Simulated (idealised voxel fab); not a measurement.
The following process module bears the name voxel capacitor over wiring.
Shown is cross-section cut, with a width of 300 nm and square cells of size 5 nm.
Cross-section, as written here: a square-cell grid given band by band from the top down, where a band holds one or more rows of cells.
Each band's line starts with the height of the band's top and of its bottom, in nm. Then come its materials from left to right, each with its width in nm. One material with "throughout" fills the band from edge to edge. "air" is empty space.
Ref level 0: as-received wafer is one material below here. Bottom band extends down with no lower bound ("z 0 and below").
You'd read "30->40" like this: the band's top row of cells is as wide as the first number, its bottom row is as wide as the second, and going down, every row changes width by the same amount as the row before did.
What does "remains unaltered" mean for a step? It means no cell of the cross-section changed in that step.
The entry "Voids, fully enclosed" lists the empty spaces that cover at least 8 cells and have no open path to the top. Each is written as width x height at distance, where the distance is measured from the left edge and all three values are in nm.
Read whatever lies past the settings on a step's line as the simulator's own remark about the step.
Among the settings permitted on a step's line is "overlay nm"; applied to a step with a mask, it specifies the extent to which the mask lay to the right of its planned position, whereas a negative figure signifies a position to the left.
The following list gives the planned process steps:
| 1 | RECEIVE (material Si) |
| 2 | CONFORMAL_DEP (material SiO2; thk nm 15) |
| 3 | DIRECTIONAL_DEP (material TiN; thk nm 5) |
| 4 | DIRECTIONAL_DEP (material Ru; thk nm 15) |
| 5 | DIRECTIONAL_DEP (material aC; thk nm 10) |
| 6 | PATTERN (tone cover; mask id METAL_1; material resist; width nm 25; pitch nm 80; thk nm 25; overlay nm 0) |
| 7 | DIRECTIONAL_ETCH (etch materials aC; depth nm 10) |
| 8 | STRIP (etch materials resist) |
| 9 | DIRECTIONAL_ETCH (etch materials Ru; depth nm 15) |
| 10 | DIRECTIONAL_ETCH (etch materials TiN; depth nm 5) |
| 11 | STRIP (etch materials aC) |
| 12 | FILL_DEP (material SiO2; thk nm 10) |
| 13 | CMP (height nm 35) |
| 14 | CONFORMAL_DEP (material SiCN; thk nm 5) |
| 15 | DIRECTIONAL_DEP (material SiO2; thk nm 20) |
| 16 | MASKED_ETCH (tone open; mask id PLUG_1; width nm 15; etch materials SiO2; depth nm 20; overlay nm 0) |
| 17 | MASKED_ETCH (tone open; mask id PLUG_1; width nm 15; etch materials SiCN; depth nm 5; overlay nm -15) |
| 18 | CONFORMAL_DEP (material TiN; thk nm 5) |
| 19 | FILL_DEP (material Ru; thk nm 5) |
| 20 | CMP (height nm 60) |
| 21 | DIRECTIONAL_DEP (material TiN; thk nm 10) |
| 22 | DIRECTIONAL_DEP (material Al2O3; thk nm 5) |
| 23 | DIRECTIONAL_DEP (material TiN; thk nm 5) |
| 24 | MASKED_ETCH (tone cover; mask id UPPER_PLATE; width nm 60; etch materials TiN; depth nm 5; overlay nm 0) |
| 25 | MASKED_ETCH (tone cover; mask id UPPER_PLATE; width nm 60; etch materials Al2O3; depth nm 5; overlay nm 0) |
| 26 | MASKED_ETCH (tone cover; mask id LOWER_PLATE; width nm 70; etch materials TiN; depth nm 10; overlay nm 0) |
| 27 | FILL_DEP (material SiO2; thk nm 15) |
| 28 | CMP (height nm 90) |
| 29 | DIRECTIONAL_DEP (material aC; thk nm 15) |
| 30 | PATTERN (tone open; mask id PLUG_2; material resist; width nm 15; thk nm 35; overlay nm 0) |
| 31 | DIRECTIONAL_ETCH (etch materials aC; depth nm 15) |
| 32 | STRIP (etch materials resist) |
| 33 | DIRECTIONAL_ETCH (etch materials SiO2; depth nm 10) |
| 34 | STRIP (etch materials aC) |
| 35 | CONFORMAL_DEP (material TiN; thk nm 5) |
| 36 | FILL_DEP (material Ru; thk nm 5) |
| 37 | CMP (height nm 90) |
| 38 | CONFORMAL_DEP (material SiN; thk nm 5) |
What sets these wafers apart? The overlay nm at step 17. They all start alike, and the plan carries the first wafer's value.
Cross-section of the first of several wafers as received (after step 1):
z 0 and below  Si throughout
Voids, fully enclosed: none
Cross-sectional representation of the first of several wafers at the end of the module, i.e. after its terminal step, step 38:
z 95 to 90  SiN throughout
z 90 to 85  SiO2: 115  TiN: 5  Ru: 5  TiN: 5  SiO2: 170
z 85 to 75  SiO2: 115->105  TiN: 15->60  SiO2: 170->135
z 75 to 70  SiO2: 105  Al2O3: 60  SiO2: 135
z 70 to 60  SiO2: 100  TiN: 70  SiO2: 130
z 60 to 45  SiO2: 105  TiN: 5  Ru: 5  TiN: 5  SiO2: 180
z 45 to 40  SiO2: 105  TiN: 15  SiO2: 180
z 40 to 35  SiCN throughout
z 35 to 20  SiO2: 95  Ru: 25  SiO2: 55  Ru: 25  SiO2: 100
z 20 to 15  SiO2: 95  TiN: 25  SiO2: 55  TiN: 25  SiO2: 100
z 15 to 0  SiO2 throughout
z 0 and below  Si throughout
Voids, fully enclosed: none
Cross-section of the final wafer among several, taken at the end of the module:
z 95 to 90  SiN throughout
z 90 to 85  SiO2: 115  TiN: 5  Ru: 5  TiN: 5  SiO2: 170
z 85 to 75  SiO2: 115->105  TiN: 15->60  SiO2: 170->135
z 75 to 70  SiO2: 105  Al2O3: 60  SiO2: 135
z 70 to 60  SiO2: 100  TiN: 70  SiO2: 130
z 60 to 45  SiO2: 105  TiN: 5  Ru: 5  TiN: 5  SiO2: 180
z 45 to 40  SiO2: 105  TiN: 15  SiO2: 180
z 40 to 35  SiCN throughout
z 35 to 20  SiO2: 95  Ru: 25  SiO2: 55  Ru: 25  SiO2: 100
z 20 to 15  SiO2: 95  TiN: 25  SiO2: 55  TiN: 25  SiO2: 100
z 15 to 0  SiO2 throughout
z 0 and below  Si throughout
Voids, fully enclosed: none
End of module, by wafer: material-by-material cell gain (+) or loss (-) since receipt, then closed voids:
overlay nm -15, +12 Al2O3, +34 Ru, +60 SiCN, +60 SiN, +910 SiO2, +64 TiN, Voids, fully enclosed: none
overlay nm -10, +12 Al2O3, +34 Ru, +59 SiCN, +60 SiN, +910 SiO2, +65 TiN, Voids, fully enclosed: none
overlay nm -5, +12 Al2O3, +34 Ru, +58 SiCN, +60 SiN, +910 SiO2, +66 TiN, Voids, fully enclosed: none
overlay nm 0, +12 Al2O3, +35 Ru, +57 SiCN, +60 SiN, +910 SiO2, +66 TiN, Voids, fully enclosed: none
overlay nm 5, +12 Al2O3, +34 Ru, +58 SiCN, +60 SiN, +910 SiO2, +66 TiN, Voids, fully enclosed: none
overlay nm 10, +12 Al2O3, +34 Ru, +59 SiCN, +60 SiN, +910 SiO2, +65 TiN, Voids, fully enclosed: none
overlay nm 15, +12 Al2O3, +34 Ru, +60 SiCN, +60 SiN, +910 SiO2, +64 TiN, Voids, fully enclosed: none
